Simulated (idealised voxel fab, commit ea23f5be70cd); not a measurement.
The process module that follows is named voxel wiring stack.
Cross-section cut: width 270 nm, square cells of 5 nm.
When this document writes out a cross-section, it uses a grid of square cells and lists it as bands, beginning at the top and moving down, with a band standing for one or more rows of cells. In this notation a band is specified by the heights of its top and bottom, in that order and in nm, after which its materials appear from left to right, each paired with its width in nm. The word "edge to edge" attached to a single material means that material fills the band from edge to edge; the word "empty" stands for empty space. The reference from which all heights are counted is 0, the level beneath which the as-received wafer is entirely one material; the lowest band, having no lower bound, proceeds downward and is written after the example "0 -> down". Width spec "30..40" -> top row of cells at first value, bottom row at second value, equal per-row change in between. Step note "no modification" = no cross-section cell changed. "Trapped voids": sealed empty spaces, 8 cells or more, no open way to top, listed width x height at distance, with distance from the left edge and width, height and distance in nm. If you see something after the settings on a step's line, that's the simulator's own remark about that step. Steps that use a mask can have "overlay nm" on their line. It says how far the mask sat to the right of where it was meant to be. Negative means to the left.
**List of planned process steps**
1,RECEIVE (material Si)
2,CONFORMAL_DEP (material SiO2; thk nm 15)
3,DIRECTIONAL_DEP (material TiN; thk nm 5)
4,DIRECTIONAL_DEP (material Ru; thk nm 20)
5,MASKED_ETCH (tone cover; mask id METAL_1; width nm 25; pitch nm 45; etch materials Ru; depth nm 20; overlay nm 0)
6,MASKED_ETCH (tone cover; mask id METAL_1; width nm 25; pitch nm 45; etch materials TiN; depth nm 5; overlay nm 0)
7,CONFORMAL_DEP (material SiCN; thk nm 5)
8,FILL_DEP (material SiO2; thk nm 10)
9,CMP (height nm 40)
10,CONFORMAL_DEP (material SiCN; thk nm 5)
11,DIRECTIONAL_DEP (material lowk; thk nm 30)
12,DIRECTIONAL_DEP (material aC; thk nm 10)
13,PATTERN (tone open; mask id METAL_2_HOLES; material resist; width nm 15; pitch nm 45; thk nm 25; overlay nm 0)
14,DIRECTIONAL_ETCH (etch materials aC; depth nm 10)
15,STRIP (etch materials resist)
16,DIRECTIONAL_ETCH (etch materials lowk; depth nm 30)
17,STRIP (etch materials aC)
18,MASKED_ETCH (tone open; mask id METAL_2; width nm 25; pitch nm 45; etch materials lowk; depth nm 15; overlay nm 0)
19,MASKED_ETCH (tone open; mask id METAL_2; width nm 25; pitch nm 45; etch materials SiCN; depth nm 5; overlay nm 0)
20,CONFORMAL_DEP (material TiN; thk nm 5)
21,FILL_DEP (material Ru; thk nm 10)
22,CMP (height nm 75)
23,CONFORMAL_DEP (material SiCN; thk nm 5)
24,DIRECTIONAL_DEP (material lowk; thk nm 10)
25,PATTERN (tone open; mask id PLUG_2; material resist; width nm 15; pitch nm 45; thk nm 20; overlay nm 0)
26,DIRECTIONAL_ETCH (etch materials lowk; depth nm 10)
27,DIRECTIONAL_ETCH (etch materials SiCN; depth nm 5)
28,STRIP (etch materials resist)
29,EPI (material Ru; thk nm 10)
30,EPI (material Ru; thk nm 5)
31,DIRECTIONAL_DEP (material TiN; thk nm 5)
32,DIRECTIONAL_DEP (material W; thk nm 25)
33,MASKED_ETCH (tone cover; mask id METAL_3; width nm 25; pitch nm 45; etch materials W; depth nm 25; overlay nm 0)
34,MASKED_ETCH (tone cover; mask id METAL_3; width nm 25; pitch nm 45; etch materials TiN; depth nm 5; overlay nm 0)
35,FILL_DEP (material lowk; thk nm 10)
36,CMP (height nm 120)
37,CONFORMAL_DEP (material SiCN; thk nm 5)
**Cross-sectional view of the wafer in its as-received condition, corresponding to the state after step 1**
  0 -> down | Si edge to edge
  Trapped voids: none
**Run as planned - first of the two wafers cross-sectioned at the end of the module**
  125 -> 120 | SiCN edge to edge
  120 -> 95 | lowk 75 / W 25 / lowk 20 / W 25 / lowk 20 / W 25 / lowk 80
  95 -> 90 | lowk 75 / TiN 25 / lowk 20 / TiN 25 / lowk 20 / TiN 25 / lowk 80
  90 -> 80 | lowk 75 / Ru 15 / lowk 30 / Ru 15 / lowk 30 / Ru 15 / lowk 90
  80 -> 75 | SiCN 75 / Ru 15 / SiCN 30 / Ru 15 / SiCN 30 / Ru 15 / SiCN 90
  75 -> 65 | lowk 75 / TiN 5 / Ru 15 / TiN 5 / lowk 20 / TiN 5 / Ru 15 / TiN 5 / lowk 20 / TiN 5 / Ru 15 / TiN 5 / lowk 80
  65 -> 60 | lowk 75 / TiN 5 / Ru 5 / TiN 15 / lowk 20 / TiN 5 / Ru 5 / TiN 15 / lowk 20 / TiN 5 / Ru 5 / TiN 15 / lowk 80
  60 -> 45 | lowk 75 / TiN 5 / Ru 5 / TiN 5 / lowk 30 / TiN 5 / Ru 5 / TiN 5 / lowk 30 / TiN 5 / Ru 5 / TiN 5 / lowk 90
  45 -> 40 | SiCN 75 / TiN 15 / SiCN 30 / TiN 15 / SiCN 30 / TiN 15 / SiCN 90
  40 -> 20 | SiO2 70 / SiCN 5 / Ru 25 / SiCN 5 / SiO2 10 / SiCN 5 / Ru 25 / SiCN 5 / SiO2 10 / SiCN 5 / Ru 25 / SiCN 5 / SiO2 75
  20 -> 15 | SiCN 75 / TiN 25 / SiCN 20 / TiN 25 / SiCN 20 / TiN 25 / SiCN 80
  15 -> 0 | SiO2 edge to edge
  0 -> down | Si edge to edge
  Trapped voids: none
**End-of-module cross-section of the second wafer: identical starting point and process plan to the first, with one processing mistake**
  125 -> 120 | SiCN edge to edge
  120 -> 95 | lowk 75 / W 25 / lowk 20 / W 25 / lowk 20 / W 25 / lowk 80
  95 -> 90 | lowk 75 / TiN 25 / lowk 20 / TiN 25 / lowk 20 / TiN 25 / lowk 80
  90 -> 80 | lowk 75 / Ru 15 / lowk 30 / Ru 15 / lowk 30 / Ru 15 / lowk 90
  80 -> 75 | SiCN 75 / Ru 15 / SiCN 30 / Ru 15 / SiCN 30 / Ru 15 / SiCN 90
  75 -> 65 | Ru 85 / TiN 5 / lowk 10 / TiN 5 / Ru 25 / TiN 5 / lowk 10 / TiN 5 / Ru 25 / TiN 5 / lowk 10 / TiN 5 / Ru 75
  65 -> 60 | TiN 80 / Ru 5 / TiN 5 / lowk 10 / TiN 25 / Ru 5 / TiN 5 / lowk 10 / TiN 25 / Ru 5 / TiN 5 / lowk 10 / TiN 80
  60 -> 45 | lowk 75 / TiN 5 / Ru 5 / TiN 5 / lowk 30 / TiN 5 / Ru 5 / TiN 5 / lowk 30 / TiN 5 / Ru 5 / TiN 5 / lowk 90
  45 -> 40 | SiCN 75 / TiN 15 / SiCN 30 / TiN 15 / SiCN 30 / TiN 15 / SiCN 90
  40 -> 20 | SiO2 70 / SiCN 5 / Ru 25 / SiCN 5 / SiO2 10 / SiCN 5 / Ru 25 / SiCN 5 / SiO2 10 / SiCN 5 / Ru 25 / SiCN 5 / SiO2 75
  20 -> 15 | SiCN 75 / TiN 25 / SiCN 20 / TiN 25 / SiCN 20 / TiN 25 / SiCN 80
  15 -> 0 | SiO2 edge to edge
  0 -> down | Si edge to edge
  Trapped voids: none
Want to know what went wrong? step 18 ran as: MASKED_ETCH (tone cover; mask id METAL_2; width nm 25; pitch nm 45; etch materials lowk; depth nm 15; overlay nm 0)
Bottom line after processing is that, in cells, the second wafer is up or down on some materials versus the first: 66 more of Ru; 33 more of TiN; 99 fewer of lowk
